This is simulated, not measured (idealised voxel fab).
Presented below is a process module, voxel spacer lines.
Each square cell in cross-section cut measures 5 nm, and the section as a whole is 220 nm wide.
For the purposes of this document, a cross-section shall be understood as a grid of square cells, specified as bands listed in top-to-bottom order, each band consisting of one or more rows of cells. Each band's line starts with the height of the band's top and of its bottom, in nm. Then come its materials from left to right, each with its width in nm. One material with "everywhere" fills the band from edge to edge. "blank" is empty space. Counting heights begins at 0, where everything beneath is, in the wafer as received, one material. The lowest band has no bottom; it goes on downwards, as "0 nm and below" shows. The width entry "30..40" should be interpreted row by row: the top row of cells in the band takes the first number, the bottom row takes the second number, and the change between adjacent rows is uniform throughout. Step marked "changes: none"? Then no cell in the cross-section changed in it. In "Sealed void inventory" the enclosed voids are listed, meaning empty spaces of 8 cells or larger without any opening to the top. The form is width x height at distance, distance from the left edge, units nm. The remark found on a step's line after its settings is issued by the simulator itself and pertains to that step. A step's line can hold "overlay nm"; with a mask on that step, the setting says how far right of the planned place the mask lay, while a negative setting says it lay to the left. Reading guide: pairs of cross-sections, before and after one process step; after view cut off at lowest changed band; step and settings listed under each pair. Pairs may stem from different runs of this module on the same starting wafer; continuity with the pair above only where the "Pre-step cross-section" entry states it.
**Pre-step cross-section**
	0 nm and below | Si everywhere
	Sealed void inventory: none
**Post-Step Geometry**
	5 nm to 0 nm | Al2O3 everywhere
	At heights below 0, the structure remains unaltered.
	Sealed void inventory: none
The cross-sections above show the structure before and after this step: CONFORMAL_DEP,material Al2O3,thk nm 5
Pre-step cross-section: after-step cross-section of the pair just above applies.
**Post-Step Geometry**
	25 nm to 5 nm | TiN everywhere
	At heights below 5, the structure remains unaltered.
	Sealed void inventory: none
The cross-sections above show the structure before and after this step: DIRECTIONAL_DEP,material TiN,thk nm 20
Pre-step cross-section: after-step cross-section of the pair just above applies.
**Post-Step Geometry**
	55 nm to 25 nm | aC everywhere
	At heights below 25, the structure remains unaltered.
	Sealed void inventory: none
The cross-sections above show the structure before and after this step: DIRECTIONAL_DEP,material aC,thk nm 30
Pre-step cross-section: after-step cross-section of the pair just above applies.
**Post-Step Geometry**
	95 nm to 55 nm | blank (30) / resist (20) / blank (50) / resist (20) / blank (50) / resist (20) / blank (30)
	At heights below 55, the structure remains unaltered.
	Sealed void inventory: none
The cross-sections above show the structure before and after this step: PATTERN,tone cover,mask id MANDREL,material resist,width nm 20,pitch nm 70,thk nm 40,overlay nm 0
Pre-step cross-section: after-step cross-section of the pair just above applies.
**Post-Step Geometry**
	65 nm to 55 nm | blank (30) / resist (20) / blank (50) / resist (20) / blank (50) / resist (20) / blank (30)
	55 nm to 25 nm | blank (30) / aC (20) / blank (50) / aC (20) / blank (50) / aC (20) / blank (30)
	At heights below 25, the structure remains unaltered.
	Sealed void inventory: none
The cross-sections above show the structure before and after this step: DIRECTIONAL_ETCH,etch materials aC,depth nm 30
Pre-step cross-section: after-step cross-section of the pair just above applies.
**Post-Step Geometry**
	55 nm to 25 nm | blank (30) / aC (20) / blank (50) / aC (20) / blank (50) / aC (20) / blank (30)
	At heights below 25, the structure remains unaltered.
	Sealed void inventory: none
The cross-sections above show the structure before and after this step: STRIP,etch materials resist
Pre-step cross-section: after-step cross-section of the pair just above applies.
**Post-Step Geometry**
	70 nm to 55 nm | blank (15) / SiN (50) / blank (20) / SiN (50) / blank (20) / SiN (50) / blank (15)
	55 nm to 40 nm | blank (15) / SiN (15) / aC (20) / SiN (15) / blank (20) / SiN (15) / aC (20) / SiN (15) / blank (20) / SiN (15) / aC (20) / SiN (15) / blank (15)
	40 nm to 25 nm | SiN (30) / aC (20) / SiN (50) / aC (20) / SiN (50) / aC (20) / SiN (30)
	At heights below 25, the structure remains unaltered.
	Sealed void inventory: none
The cross-sections above show the structure before and after this step: CONFORMAL_DEP,material SiN,thk nm 15
Pre-step cross-section: after-step cross-section of the pair just above applies.
**Post-Step Geometry**
	55 nm to 25 nm | blank (15) / SiN (15) / aC (20) / SiN (15) / blank (20) / SiN (15) / aC (20) / SiN (15) / blank (20) / SiN (15) / aC (20) / SiN (15) / blank (15)
	At heights below 25, the structure remains unaltered.
	Sealed void inventory: none
The cross-sections above show the structure before and after this step: DIRECTIONAL_ETCH,etch materials SiN,depth nm 15
Pre-step cross-section: after-step cross-section of the pair just above applies.
**Post-Step Geometry**
	55 nm to 25 nm | blank (15) / SiN (15) / blank (20) / SiN (15) / blank (20) / SiN (15) / blank (20) / SiN (15) / blank (20) / SiN (15) / blank (20) / SiN (15) / blank (15)
	At heights below 25, the structure remains unaltered.
	Sealed void inventory: none
The cross-sections above show the structure before and after this step: STRIP,etch materials aC
Pre-step cross-section: after-step cross-section of the pair just above applies.
**Post-Step Geometry**
	55 nm to 25 nm | blank (15) / SiN (15) / blank (20) / SiN (15) / blank (20) / SiN (15) / blank (20) / SiN (15) / blank (20) / SiN (15) / blank (20) / SiN (15) / blank (15)
	25 nm to 5 nm | blank (15) / TiN (15) / blank (20) / TiN (15) / blank (20) / TiN (15) / blank (20) / TiN (15) / blank (20) / TiN (15) / blank (20) / TiN (15) / blank (15)
	At heights below 5, the structure remains unaltered.
	Sealed void inventory: none
The cross-sections above show the structure before and after this step: DIRECTIONAL_ETCH,etch materials TiN,depth nm 20
Pre-step cross-section: after-step cross-section of the pair just above applies.
**Post-Step Geometry**
	25 nm to 5 nm | blank (15) / TiN (15) / blank (20) / TiN (15) / blank (20) / TiN (15) / blank (20) / TiN (15) / blank (20) / TiN (15) / blank (20) / TiN (15) / blank (15)
	At heights below 5, the structure remains unaltered.
	Sealed void inventory: none
The cross-sections above show the structure before and after this step: STRIP,etch materials SiN
**Pre-step cross-section**
	0 nm and below | Si everywhere
	Sealed void inventory: none
**Post-Step Geometry**
	20 nm to 0 nm | TiN everywhere
	At heights below 0, the structure remains unaltered.
	Sealed void inventory: none
The cross-sections above show the structure before and after this step: DIRECTIONAL_DEP,material TiN,thk nm 20
Pre-step cross-section: after-step cross-section of the pair just above applies.
**Post-Step Geometry**
	50 nm to 20 nm | aC everywhere
	At heights below 20, the structure remains unaltered.
	Sealed void inventory: none
The cross-sections above show the structure before and after this step: DIRECTIONAL_DEP,material aC,thk nm 30
Pre-step cross-section: after-step cross-section of the pair just above applies.
**Post-Step Geometry**
	90 nm to 50 nm | blank (30) / resist (20) / blank (50) / resist (20) / blank (50) / resist (20) / blank (30)
	At heights below 50, the structure remains unaltered.
	Sealed void inventory: none
The cross-sections above show the structure before and after this step: PATTERN,tone cover,mask id MANDREL,material resist,width nm 20,pitch nm 70,thk nm 40,overlay nm 0
Pre-step cross-section: after-step cross-section of the pair just above applies.
**Post-Step Geometry**
	60 nm to 50 nm | blank (30) / resist (20) / blank (50) / resist (20) / blank (50) / resist (20) / blank (30)
	50 nm to 20 nm | blank (30) / aC (20) / blank (50) / aC (20) / blank (50) / aC (20) / blank (30)
	At heights below 20, the structure remains unaltered.
	Sealed void inventory: none
The cross-sections above show the structure before and after this step: DIRECTIONAL_ETCH,etch materials aC,depth nm 30
Pre-step cross-section: after-step cross-section of the pair just above applies.
**Post-Step Geometry**
	50 nm to 20 nm | blank (30) / aC (20) / blank (50) / aC (20) / blank (50) / aC (20) / blank (30)
	At heights below 20, the structure remains unaltered.
	Sealed void inventory: none
The cross-sections above show the structure before and after this step: STRIP,etch materials resist
Pre-step cross-section: after-step cross-section of the pair just above applies.
**Post-Step Geometry**
	65 nm to 50 nm | blank (15) / SiN (50) / blank (20) / SiN (50) / blank (20) / SiN (50) / blank (15)
	50 nm to 35 nm | blank (15) / SiN (15) / aC (20) / SiN (15) / blank (20) / SiN (15) / aC (20) / SiN (15) / blank (20) / SiN (15) / aC (20) / SiN (15) / blank (15)
	35 nm to 20 nm | SiN (30) / aC (20) / SiN (50) / aC (20) / SiN (50) / aC (20) / SiN (30)
	At heights below 20, the structure remains unaltered.
	Sealed void inventory: none
The cross-sections above show the structure before and after this step: CONFORMAL_DEP,material SiN,thk nm 15
Pre-step cross-section: after-step cross-section of the pair just above applies.
**Post-Step Geometry**
	50 nm to 20 nm | blank (15) / SiN (15) / aC (20) / SiN (15) / blank (20) / SiN (15) / aC (20) / SiN (15) / blank (20) / SiN (15) / aC (20) / SiN (15) / blank (15)
	At heights below 20, the structure remains unaltered.
	Sealed void inventory: none
The cross-sections above show the structure before and after this step: DIRECTIONAL_ETCH,etch materials SiN,depth nm 15
Pre-step cross-section: after-step cross-section of the pair just above applies.
**Post-Step Geometry**
	50 nm to 20 nm | blank (15) / SiN (15) / blank (20) / SiN (15) / blank (20) / SiN (15) / blank (20) / SiN (15) / blank (20) / SiN (15) / blank (20) / SiN (15) / blank (15)
	At heights below 20, the structure remains unaltered.
	Sealed void inventory: none
The cross-sections above show the structure before and after this step: STRIP,etch materials aC
Pre-step cross-section: after-step cross-section of the pair just above applies.
**Post-Step Geometry**
	50 nm to 20 nm | blank (15) / SiN (15) / blank (20) / SiN (15) / blank (20) / SiN (15) / blank (20) / SiN (15) / blank (20) / SiN (15) / blank (20) / SiN (15) / blank (15)
	20 nm to 0 nm | blank (15) / TiN (15) / blank (20) / TiN (15) / blank (20) / TiN (15) / blank (20) / TiN (15) / blank (20) / TiN (15) / blank (20) / TiN (15) / blank (15)
	At heights below 0, the structure remains unaltered.
	Sealed void inventory: none
The cross-sections above show the structure before and after this step: DIRECTIONAL_ETCH,etch materials TiN,depth nm 20
Pre-step cross-section: after-step cross-section of the pair just above applies.
**Post-Step Geometry**
	20 nm to 0 nm | blank (15) / TiN (15) / blank (20) / TiN (15) / blank (20) / TiN (15) / blank (20) / TiN (15) / blank (20) / TiN (15) / blank (20) / TiN (15) / blank (15)
	At heights below 0, the structure remains unaltered.
	Sealed void inventory: none
The cross-sections above show the structure before and after this step: STRIP,etch materials SiN
**Pre-step cross-section**
	25 nm to 5 nm | TiN everywhere
	5 nm to 0 nm | Al2O3 everywhere
	0 nm and below | Si everywhere
	Sealed void inventory: none
**Post-Step Geometry**
	45 nm to 5 nm | TiN everywhere
	At heights below 5, the structure remains unaltered.
	Sealed void inventory: none
The cross-sections above show the structure before and after this step: DIRECTIONAL_DEP,material TiN,thk nm 20
Pre-step cross-section: after-step cross-section of the pair just above applies.
**Post-Step Geometry**
	75 nm to 45 nm | aC everywhere
	At heights below 45, the structure remains unaltered.
	Sealed void inventory: none
The cross-sections above show the structure before and after this step: DIRECTIONAL_DEP,material aC,thk nm 30
Pre-step cross-section: after-step cross-section of the pair just above applies.
**Post-Step Geometry**
	115 nm to 75 nm | blank (30) / resist (20) / blank (50) / resist (20) / blank (50) / resist (20) / blank (30)
	At heights below 75, the structure remains unaltered.
	Sealed void inventory: none
The cross-sections above show the structure before and after this step: PATTERN,tone cover,mask id MANDREL,material resist,width nm 20,pitch nm 70,thk nm 40,overlay nm 0
Pre-step cross-section: after-step cross-section of the pair just above applies.
**Post-Step Geometry**
	85 nm to 75 nm | blank (30) / resist (20) / blank (50) / resist (20) / blank (50) / resist (20) / blank (30)
	75 nm to 45 nm | blank (30) / aC (20) / blank (50) / aC (20) / blank (50) / aC (20) / blank (30)
	At heights below 45, the structure remains unaltered.
	Sealed void inventory: none
The cross-sections above show the structure before and after this step: DIRECTIONAL_ETCH,etch materials aC,depth nm 30
Pre-step cross-section: after-step cross-section of the pair just above applies.
**Post-Step Geometry**
	75 nm to 45 nm | blank (30) / aC (20) / blank (50) / aC (20) / blank (50) / aC (20) / blank (30)
	At heights below 45, the structure remains unaltered.
	Sealed void inventory: none
The cross-sections above show the structure before and after this step: STRIP,etch materials resist
Pre-step cross-section: after-step cross-section of the pair just above applies.
**Post-Step Geometry**
	90 nm to 75 nm | blank (15) / SiN (50) / blank (20) / SiN (50) / blank (20) / SiN (50) / blank (15)
	75 nm to 60 nm | blank (15) / SiN (15) / aC (20) / SiN (15) / blank (20) / SiN (15) / aC (20) / SiN (15) / blank (20) / SiN (15) / aC (20) / SiN (15) / blank (15)
	60 nm to 45 nm | SiN (30) / aC (20) / SiN (50) / aC (20) / SiN (50) / aC (20) / SiN (30)
	At heights below 45, the structure remains unaltered.
	Sealed void inventory: none
The cross-sections above show the structure before and after this step: CONFORMAL_DEP,material SiN,thk nm 15
Pre-step cross-section: after-step cross-section of the pair just above applies.
**Post-Step Geometry**
	75 nm to 45 nm | blank (15) / SiN (15) / aC (20) / SiN (15) / blank (20) / SiN (15) / aC (20) / SiN (15) / blank (20) / SiN (15) / aC (20) / SiN (15) / blank (15)
	At heights below 45, the structure remains unaltered.
	Sealed void inventory: none
The cross-sections above show the structure before and after this step: DIRECTIONAL_ETCH,etch materials SiN,depth nm 15
Pre-step cross-section: after-step cross-section of the pair just above applies.
**Post-Step Geometry**
	75 nm to 45 nm | blank (15) / SiN (15) / blank (20) / SiN (15) / blank (20) / SiN (15) / blank (20) / SiN (15) / blank (20) / SiN (15) / blank (20) / SiN (15) / blank (15)
	At heights below 45, the structure remains unaltered.
	Sealed void inventory: none
The cross-sections above show the structure before and after this step: STRIP,etch materials aC
Pre-step cross-section: after-step cross-section of the pair just above applies.
**Post-Step Geometry**
	75 nm to 45 nm | blank (15) / SiN (15) / blank (20) / SiN (15) / blank (20) / SiN (15) / blank (20) / SiN (15) / blank (20) / SiN (15) / blank (20) / SiN (15) / blank (15)
	45 nm to 25 nm | blank (15) / TiN (15) / blank (20) / TiN (15) / blank (20) / TiN (15) / blank (20) / TiN (15) / blank (20) / TiN (15) / blank (20) / TiN (15) / blank (15)
	At heights below 25, the structure remains unaltered.
	Sealed void inventory: none
The cross-sections above show the structure before and after this step: DIRECTIONAL_ETCH,etch materials TiN,depth nm 20
Pre-step cross-section: after-step cross-section of the pair just above applies.
**Post-Step Geometry**
	45 nm to 25 nm | blank (15) / TiN (15) / blank (20) / TiN (15) / blank (20) / TiN (15) / blank (20) / TiN (15) / blank (20) / TiN (15) / blank (20) / TiN (15) / blank (15)
	At heights below 25, the structure remains unaltered.
	Sealed void inventory: none
The cross-sections above show the structure before and after this step: STRIP,etch materials SiN
**Pre-step cross-section**
	55 nm to 25 nm | blank (15) / SiN (15) / aC (20) / SiN (15) / blank (20) / SiN (15) / aC (20) / SiN (15) / blank (20) / SiN (15) / aC (20) / SiN (15) / blank (15)
	25 nm to 5 nm | TiN everywhere
	5 nm to 0 nm | Al2O3 everywhere
	0 nm and below | Si everywhere
	Sealed void inventory: none
**Post-Step Geometry**
	55 nm to 25 nm | blank (15) / SiN (15) / aC (20) / SiN (15) / blank (20) / SiN (15) / aC (20) / SiN (15) / blank (20) / SiN (15) / aC (20) / SiN (15) / blank (15)
	25 nm to 5 nm | blank (15) / TiN (50) / blank (20) / TiN (50) / blank (20) / TiN (50) / blank (15)
	At heights below 5, the structure remains unaltered.
	Sealed void inventory: none
The cross-sections above show the structure before and after this step: DIRECTIONAL_ETCH,etch materials TiN,depth nm 20
Pre-step cross-section: after-step cross-section of the pair just above applies.
**Post-Step Geometry**
	55 nm to 25 nm | blank (15) / SiN (15) / blank (20) / SiN (15) / blank (20) / SiN (15) / blank (20) / SiN (15) / blank (20) / SiN (15) / blank (20) / SiN (15) / blank (15)
	At heights below 25, the structure remains unaltered.
	Sealed void inventory: none
The cross-sections above show the structure before and after this step: STRIP,etch materials aC
Pre-step cross-section: after-step cross-section of the pair just above applies.
**Post-Step Geometry**
	25 nm to 5 nm | blank (15) / TiN (50) / blank (20) / TiN (50) / blank (20) / TiN (50) / blank (15)
	At heights below 5, the structure remains unaltered.
	Sealed void inventory: none
The cross-sections above show the structure before and after this step: STRIP,etch materials SiN
**Pre-step cross-section**
	55 nm to 25 nm | blank (30) / aC (20) / blank (50) / aC (20) / blank (50) / aC (20) / blank (30)
	25 nm to 5 nm | TiN everywhere
	5 nm to 0 nm | Al2O3 everywhere
	0 nm and below | Si everywhere
	Sealed void inventory: none
**Post-Step Geometry**
	60 nm to 55 nm | blank (25) / SiN (30) / blank (40) / SiN (30) / blank (40) / SiN (30) / blank (25)
	55 nm to 30 nm | blank (25) / SiN (5) / aC (20) / SiN (5) / blank (40) / SiN (5) / aC (20) / SiN (5) / blank (40) / SiN (5) / aC (20) / SiN (5) / blank (25)
	30 nm to 25 nm | SiN (30) / aC (20) / SiN (50) / aC (20) / SiN (50) / aC (20) / SiN (30)
	At heights below 25, the structure remains unaltered.
	Sealed void inventory: none
The cross-sections above show the structure before and after this step: CONFORMAL_DEP,material SiN,thk nm 5
Pre-step cross-section: after-step cross-section of the pair just above applies.
**Post-Step Geometry**
	55 nm to 45 nm | blank (30) / aC (20) / blank (50) / aC (20) / blank (50) / aC (20) / blank (30)
	45 nm to 25 nm | blank (25) / SiN (5) / aC (20) / SiN (5) / blank (40) / SiN (5) / aC (20) / SiN (5) / blank (40) / SiN (5) / aC (20) / SiN (5) / blank (25)
	At heights below 25, the structure remains unaltered.
	Sealed void inventory: none
The cross-sections above show the structure before and after this step: DIRECTIONAL_ETCH,etch materials SiN,depth nm 15
Pre-step cross-section: after-step cross-section of the pair just above applies.
**Post-Step Geometry**
	45 nm to 25 nm | blank (25) / SiN (5) / blank (20) / SiN (5) / blank (40) / SiN (5) / blank (20) / SiN (5) / blank (40) / SiN (5) / blank (20) / SiN (5) / blank (25)
	At heights below 25, the structure remains unaltered.
	Sealed void inventory: none
The cross-sections above show the structure before and after this step: STRIP,etch materials aC
Pre-step cross-section: after-step cross-section of the pair just above applies.
**Post-Step Geometry**
	45 nm to 25 nm | blank (25) / SiN (5) / blank (20) / SiN (5) / blank (40) / SiN (5) / blank (20) / SiN (5) / blank (40) / SiN (5) / blank (20) / SiN (5) / blank (25)
	25 nm to 5 nm | blank (25) / TiN (5) / blank (20) / TiN (5) / blank (40) / TiN (5) / blank (20) / TiN (5) / blank (40) / TiN (5) / blank (20) / TiN (5) / blank (25)
	At heights below 5, the structure remains unaltered.
	Sealed void inventory: none
The cross-sections above show the structure before and after this step: DIRECTIONAL_ETCH,etch materials TiN,depth nm 20
Pre-step cross-section: after-step cross-section of the pair just above applies.
**Post-Step Geometry**
	25 nm to 5 nm | blank (25) / TiN (5) / blank (20) / TiN (5) / blank (40) / TiN (5) / blank (20) / TiN (5) / blank (40) / TiN (5) / blank (20) / TiN (5) / blank (25)
	At heights below 5, the structure remains unaltered.
	Sealed void inventory: none
The cross-sections above show the structure before and after this step: STRIP,etch materials SiN
**Pre-step cross-section**
	55 nm to 25 nm | aC everywhere
	25 nm to 5 nm | TiN everywhere
	5 nm to 0 nm | Al2O3 everywhere
	0 nm and below | Si everywhere
	Sealed void inventory: none
**Post-Step Geometry**
	95 nm to 55 nm | blank (35) / resist (15) / blank (55) / resist (15) / blank (55) / resist (15) / blank (30)
	At heights below 55, the structure remains unaltered.
	Sealed void inventory: none
The cross-sections above show the structure before and after this step: PATTERN,tone cover,mask id MANDREL,material resist,width nm 15,pitch nm 70,thk nm 40,overlay nm 0
Pre-step cross-section: after-step cross-section of the pair just above applies.
**Post-Step Geometry**
	65 nm to 55 nm | blank (35) / resist (15) / blank (55) / resist (15) / blank (55) / resist (15) / blank (30)
	55 nm to 25 nm | blank (35) / aC (15) / blank (55) / aC (15) / blank (55) / aC (15) / blank (30)
	At heights below 25, the structure remains unaltered.
	Sealed void inventory: none
The cross-sections above show the structure before and after this step: DIRECTIONAL_ETCH,etch materials aC,depth nm 30
Pre-step cross-section: after-step cross-section of the pair just above applies.
**Post-Step Geometry**
	55 nm to 25 nm | blank (35) / aC (15) / blank (55) / aC (15) / blank (55) / aC (15) / blank (30)
	At heights below 25, the structure remains unaltered.
	Sealed void inventory: none
The cross-sections above show the structure before and after this step: STRIP,etch materials resist
Pre-step cross-section: after-step cross-section of the pair just above applies.
**Post-Step Geometry**
	70 nm to 55 nm | blank (20) / SiN (45) / blank (25) / SiN (45) / blank (25) / SiN (45) / blank (15)
	55 nm to 40 nm | blank (20) / SiN (15) / aC (15) / SiN (15) / blank (25) / SiN (15) / aC (15) / SiN (15) / blank (25) / SiN (15) / aC (15) / SiN (15) / blank (15)
	40 nm to 25 nm | SiN (35) / aC (15) / SiN (55) / aC (15) / SiN (55) / aC (15) / SiN (30)
	At heights below 25, the structure remains unaltered.
	Sealed void inventory: none
The cross-sections above show the structure before and after this step: CONFORMAL_DEP,material SiN,thk nm 15
Pre-step cross-section: after-step cross-section of the pair just above applies.
**Post-Step Geometry**
	55 nm to 25 nm | blank (20) / SiN (15) / aC (15) / SiN (15) / blank (25) / SiN (15) / aC (15) / SiN (15) / blank (25) / SiN (15) / aC (15) / SiN (15) / blank (15)
	At heights below 25, the structure remains unaltered.
	Sealed void inventory: none
The cross-sections above show the structure before and after this step: DIRECTIONAL_ETCH,etch materials SiN,depth nm 15
Pre-step cross-section: after-step cross-section of the pair just above applies.
**Post-Step Geometry**
	55 nm to 25 nm | blank (20) / SiN (15) / blank (15) / SiN (15) / blank (25) / SiN (15) / blank (15) / SiN (15) / blank (25) / SiN (15) / blank (15) / SiN (15) / blank (15)
	At heights below 25, the structure remains unaltered.
	Sealed void inventory: none
The cross-sections above show the structure before and after this step: STRIP,etch materials aC
Pre-step cross-section: after-step cross-section of the pair just above applies.
**Post-Step Geometry**
	55 nm to 25 nm | blank (20) / SiN (15) / blank (15) / SiN (15) / blank (25) / SiN (15) / blank (15) / SiN (15) / blank (25) / SiN (15) / blank (15) / SiN (15) / blank (15)
	25 nm to 5 nm | blank (20) / TiN (15) / blank (15) / TiN (15) / blank (25) / TiN (15) / blank (15) / TiN (15) / blank (25) / TiN (15) / blank (15) / TiN (15) / blank (15)
	At heights below 5, the structure remains unaltered.
	Sealed void inventory: none
The cross-sections above show the structure before and after this step: DIRECTIONAL_ETCH,etch materials TiN,depth nm 20
Pre-step cross-section: after-step cross-section of the pair just above applies.
**Post-Step Geometry**
	25 nm to 5 nm | blank (20) / TiN (15) / blank (15) / TiN (15) / blank (25) / TiN (15) / blank (15) / TiN (15) / blank (25) / TiN (15) / blank (15) / TiN (15) / blank (15)
	At heights below 5, the structure remains unaltered.
	Sealed void inventory: none
The cross-sections above show the structure before and after this step: STRIP,etch materials SiN
**Pre-step cross-section**
	55 nm to 25 nm | aC everywhere
	25 nm to 5 nm | TiN everywhere
	5 nm to 0 nm | Al2O3 everywhere
	0 nm and below | Si everywhere
	Sealed void inventory: none
**Post-Step Geometry**
	95 nm to 55 nm | blank (40) / resist (20) / blank (50) / resist (20) / blank (50) / resist (20) / blank (20)
	At heights below 55, the structure remains unaltered.
	Sealed void inventory: none
The cross-sections above show the structure before and after this step: PATTERN,tone cover,mask id MANDREL,material resist,width nm 20,pitch nm 70,thk nm 40,overlay nm 10
Pre-step cross-section: after-step cross-section of the pair just above applies.
**Post-Step Geometry**
	65 nm to 55 nm | blank (40) / resist (20) / blank (50) / resist (20) / blank (50) / resist (20) / blank (20)
	55 nm to 25 nm | blank (40) / aC (20) / blank (50) / aC (20) / blank (50) / aC (20) / blank (20)
	At heights below 25, the structure remains unaltered.
	Sealed void inventory: none
The cross-sections above show the structure before and after this step: DIRECTIONAL_ETCH,etch materials aC,depth nm 30
Pre-step cross-section: after-step cross-section of the pair just above applies.
**Post-Step Geometry**
	55 nm to 25 nm | blank (40) / aC (20) / blank (50) / aC (20) / blank (50) / aC (20) / blank (20)
	At heights below 25, the structure remains unaltered.
	Sealed void inventory: none
The cross-sections above show the structure before and after this step: STRIP,etch materials resist
Pre-step cross-section: after-step cross-section of the pair just above applies.
**Post-Step Geometry**
	70 nm to 55 nm | blank (25) / SiN (50) / blank (20) / SiN (50) / blank (20) / SiN (50) / blank (5)
	55 nm to 40 nm | blank (25) / SiN (15) / aC (20) / SiN (15) / blank (20) / SiN (15) / aC (20) / SiN (15) / blank (20) / SiN (15) / aC (20) / SiN (15) / blank (5)
	40 nm to 25 nm | SiN (40) / aC (20) / SiN (50) / aC (20) / SiN (50) / aC (20) / SiN (20)
	At heights below 25, the structure remains unaltered.
	Sealed void inventory: none
The cross-sections above show the structure before and after this step: CONFORMAL_DEP,material SiN,thk nm 15
Pre-step cross-section: after-step cross-section of the pair just above applies.
**Post-Step Geometry**
	55 nm to 25 nm | blank (25) / SiN (15) / aC (20) / SiN (15) / blank (20) / SiN (15) / aC (20) / SiN (15) / blank (20) / SiN (15) / aC (20) / SiN (15) / blank (5)
	At heights below 25, the structure remains unaltered.
	Sealed void inventory: none
The cross-sections above show the structure before and after this step: DIRECTIONAL_ETCH,etch materials SiN,depth nm 15
Pre-step cross-section: after-step cross-section of the pair just above applies.
**Post-Step Geometry**
	55 nm to 25 nm | blank (25) / SiN (15) / blank (20) / SiN (15) / blank (20) / SiN (15) / blank (20) / SiN (15) / blank (20) / SiN (15) / blank (20) / SiN (15) / blank (5)
	At heights below 25, the structure remains unaltered.
	Sealed void inventory: none
The cross-sections above show the structure before and after this step: STRIP,etch materials aC
Pre-step cross-section: after-step cross-section of the pair just above applies.
**Post-Step Geometry**
	55 nm to 25 nm | blank (25) / SiN (15) / blank (20) / SiN (15) / blank (20) / SiN (15) / blank (20) / SiN (15) / blank (20) / SiN (15) / blank (20) / SiN (15) / blank (5)
	25 nm to 5 nm | blank (25) / TiN (15) / blank (20) / TiN (15) / blank (20) / TiN (15) / blank (20) / TiN (15) / blank (20) / TiN (15) / blank (20) / TiN (15) / blank (5)
	At heights below 5, the structure remains unaltered.
	Sealed void inventory: none
The cross-sections above show the structure before and after this step: DIRECTIONAL_ETCH,etch materials TiN,depth nm 20
Pre-step cross-section: after-step cross-section of the pair just above applies.
**Post-Step Geometry**
	25 nm to 5 nm | blank (25) / TiN (15) / blank (20) / TiN (15) / blank (20) / TiN (15) / blank (20) / TiN (15) / blank (20) / TiN (15) / blank (20) / TiN (15) / blank (5)
	At heights below 5, the structure remains unaltered.
	Sealed void inventory: none
The cross-sections above show the structure before and after this step: STRIP,etch materials SiN
**Pre-step cross-section**
	5 nm to 0 nm | Al2O3 everywhere
	0 nm and below | Si everywhere
	Sealed void inventory: none
**Post-Step Geometry**
	25 nm to 0 nm | Al2O3 everywhere
	At heights below 0, the structure remains unaltered.
	Sealed void inventory: none
The cross-sections above show the structure before and after this step: DIRECTIONAL_DEP,material Al2O3,thk nm 20
Pre-step cross-section: after-step cross-section of the pair just above applies.
**Post-Step Geometry**
	55 nm to 25 nm | aC everywhere
	At heights below 25, the structure remains unaltered.
	Sealed void inventory: none
The cross-sections above show the structure before and after this step: DIRECTIONAL_DEP,material aC,thk nm 30
Pre-step cross-section: after-step cross-section of the pair just above applies.
**Post-Step Geometry**
	95 nm to 55 nm | blank (30) / resist (20) / blank (50) / resist (20) / blank (50) / resist (20) / blank (30)
	At heights below 55, the structure remains unaltered.
	Sealed void inventory: none
The cross-sections above show the structure before and after this step: PATTERN,tone cover,mask id MANDREL,material resist,width nm 20,pitch nm 70,thk nm 40,overlay nm 0
Pre-step cross-section: after-step cross-section of the pair just above applies.
**Post-Step Geometry**
	65 nm to 55 nm | blank (30) / resist (20) / blank (50) / resist (20) / blank (50) / resist (20) / blank (30)
	55 nm to 25 nm | blank (30) / aC (20) / blank (50) / aC (20) / blank (50) / aC (20) / blank (30)
	At heights below 25, the structure remains unaltered.
	Sealed void inventory: none
The cross-sections above show the structure before and after this step: DIRECTIONAL_ETCH,etch materials aC,depth nm 30
Pre-step cross-section: after-step cross-section of the pair just above applies.
**Post-Step Geometry**
	55 nm to 25 nm | blank (30) / aC (20) / blank (50) / aC (20) / blank (50) / aC (20) / blank (30)
	At heights below 25, the structure remains unaltered.
	Sealed void inventory: none
The cross-sections above show the structure before and after this step: STRIP,etch materials resist
Pre-step cross-section: after-step cross-section of the pair just above applies.
**Post-Step Geometry**
	70 nm to 55 nm | blank (15) / SiN (50) / blank (20) / SiN (50) / blank (20) / SiN (50) / blank (15)
	55 nm to 40 nm | blank (15) / SiN (15) / aC (20) / SiN (15) / blank (20) / SiN (15) / aC (20) / SiN (15) / blank (20) / SiN (15) / aC (20) / SiN (15) / blank (15)
	40 nm to 25 nm | SiN (30) / aC (20) / SiN (50) / aC (20) / SiN (50) / aC (20) / SiN (30)
	At heights below 25, the structure remains unaltered.
	Sealed void inventory: none
The cross-sections above show the structure before and after this step: CONFORMAL_DEP,material SiN,thk nm 15
Pre-step cross-section: after-step cross-section of the pair just above applies.
**Post-Step Geometry**
	55 nm to 25 nm | blank (15) / SiN (15) / aC (20) / SiN (15) / blank (20) / SiN (15) / aC (20) / SiN (15) / blank (20) / SiN (15) / aC (20) / SiN (15) / blank (15)
	At heights below 25, the structure remains unaltered.
	Sealed void inventory: none
The cross-sections above show the structure before and after this step: DIRECTIONAL_ETCH,etch materials SiN,depth nm 15
Pre-step cross-section: after-step cross-section of the pair just above applies.
**Post-Step Geometry**
	55 nm to 25 nm | blank (15) / SiN (15) / blank (20) / SiN (15) / blank (20) / SiN (15) / blank (20) / SiN (15) / blank (20) / SiN (15) / blank (20) / SiN (15) / blank (15)
	At heights below 25, the structure remains unaltered.
	Sealed void inventory: none
The cross-sections above show the structure before and after this step: STRIP,etch materials aC
Pre-step cross-section: after-step cross-section of the pair just above applies.
**Post-Step Geometry**
	25 nm to 0 nm | Al2O3 everywhere
	At heights below 0, the structure remains unaltered.
	Sealed void inventory: none
The cross-sections above show the structure before and after this step: STRIP,etch materials SiN
**Pre-step cross-section**
	55 nm to 25 nm | aC everywhere
	25 nm to 5 nm | TiN everywhere
	5 nm to 0 nm | Al2O3 everywhere
	0 nm and below | Si everywhere
	Sealed void inventory: none
**Post-Step Geometry**
	95 nm to 55 nm | resist (30) / blank (20) / resist (50) / blank (20) / resist (50) / blank (20) / resist (30)
	At heights below 55, the structure remains unaltered.
	Sealed void inventory: none
The cross-sections above show the structure before and after this step: PATTERN,tone open,mask id MANDREL,material resist,width nm 20,pitch nm 70,thk nm 40,overlay nm 0
Pre-step cross-section: after-step cross-section of the pair just above applies.
**Post-Step Geometry**
	65 nm to 55 nm | resist (30) / blank (20) / resist (50) / blank (20) / resist (50) / blank (20) / resist (30)
	55 nm to 25 nm | aC (30) / blank (20) / aC (50) / blank (20) / aC (50) / blank (20) / aC (30)
	At heights below 25, the structure remains unaltered.
	Sealed void inventory: none
The cross-sections above show the structure before and after this step: DIRECTIONAL_ETCH,etch materials aC,depth nm 30
